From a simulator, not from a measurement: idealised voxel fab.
Herein follows the process module entitled voxel ribs on slabs.
Section cut is 215 nm wide and gridded with 5 nm square cells.
If you're reading a cross-section in this doc, picture square cells in a grid; it comes to you as bands, top ones listed first down to the bottom, and a band can be one or more rows of cells. Basically the band line says how high the top is and how high the bottom is, in nm, and then what's in it from left to right, every material with its width in nm. Empty space shows up as "blank", and if a single material carries "full width" it runs the full band edge to edge. Note: height 0 marks the level under which the wafer is uniformly one material as received. Lowest band unbounded below, written "z 0 and below". A two-number width, for instance "30->40", indicates that the width is equal to the first number in the top row of the band and to the second number in the bottom row, and that it changes by a constant amount per row of cells. For the purposes of this document, the phrase "no modification" attached to a step denotes that no cell within the cross-section was modified by that step. "Unvented cavities" specifies each empty space that is not open to the top and that occupies no fewer than 8 cells, using the form width x height at distance, the distance measured from the left edge and all three quantities in nm. On each step's line, the part that comes after the settings is the simulator's own comment on the step. A step's line can hold "overlay nm"; with a mask on that step, the setting says how far right of the planned place the mask lay, while a negative setting says it lay to the left.

# Planned step list for the process
1 RECEIVE,material Si
2 DIRECTIONAL_DEP,material SiO2,thk nm 30
3 DIRECTIONAL_DEP,material polySi,thk nm 25
4 DIRECTIONAL_DEP,material aC,thk nm 15
5 PATTERN,tone cover,mask id RIB,material resist,width nm 15,thk nm 35,overlay nm 0
6 DIRECTIONAL_ETCH,etch materials aC,depth nm 15
7 STRIP,etch materials resist
8 DIRECTIONAL_ETCH,etch materials polySi,depth nm 20
9 STRIP,etch materials aC
10 DIRECTIONAL_DEP,material aC,thk nm 10
11 PATTERN,tone cover,mask id SLAB,material resist,width nm 55,thk nm 30,overlay nm 0
12 DIRECTIONAL_ETCH,etch materials aC,depth nm 10
13 STRIP,etch materials resist
14 DIRECTIONAL_ETCH,etch materials polySi,depth nm 5
15 STRIP,etch materials aC
16 FILL_DEP,material SiO2,thk nm 25
17 CMP,height nm 70
18 DIRECTIONAL_DEP,material W,thk nm 5
19 MASKED_ETCH,tone cover,mask id HEATER,width nm 25,etch materials W,depth nm 5,overlay nm 0
20 CONFORMAL_DEP,material SiN,thk nm 5

# Incoming wafer, cross-sectional view, post step 1
z 0 and below = Si full width
Unvented cavities: none

# Post-module cross-section of the first of two wafers (run per plan)
z 80 to 75 = 90 nm blank, then 35 nm SiN, then 90 nm blank
z 75 to 70 = 95 nm SiN, then 25 nm W, then 95 nm SiN
z 70 to 55 = SiO2 full width
z 55 to 35 = 100 nm SiO2, then 15 nm polySi, then 100 nm SiO2
z 35 to 30 = 80 nm SiO2, then 55 nm polySi, then 80 nm SiO2
z 30 to 0 = SiO2 full width
z 0 and below = Si full width
Unvented cavities: none

# Wafer two cross-section, module end. Start and plan unchanged from wafer one; one mistake made during the run
z 80 to 75 = 90 nm blank, then 35 nm SiN, then 90 nm blank
z 75 to 70 = 95 nm SiN, then 25 nm W, then 95 nm SiN
z 70 to 55 = SiO2 full width
z 55 to 35 = 95 nm SiO2, then 15 nm polySi, then 105 nm SiO2
z 35 to 30 = 80 nm SiO2, then 55 nm polySi, then 80 nm SiO2
z 30 to 0 = SiO2 full width
z 0 and below = Si full width
Unvented cavities: none
In executing the process, a mistake was made relative to the plan: step 5 went in with a setting other than planned; the actual run was PATTERN,tone cover,mask id RIB,material resist,width nm 15,thk nm 35,overlay nm -5
At the end, each material covers as many cells on the second wafer as it does on the first, though the cells it covers are elsewhere.
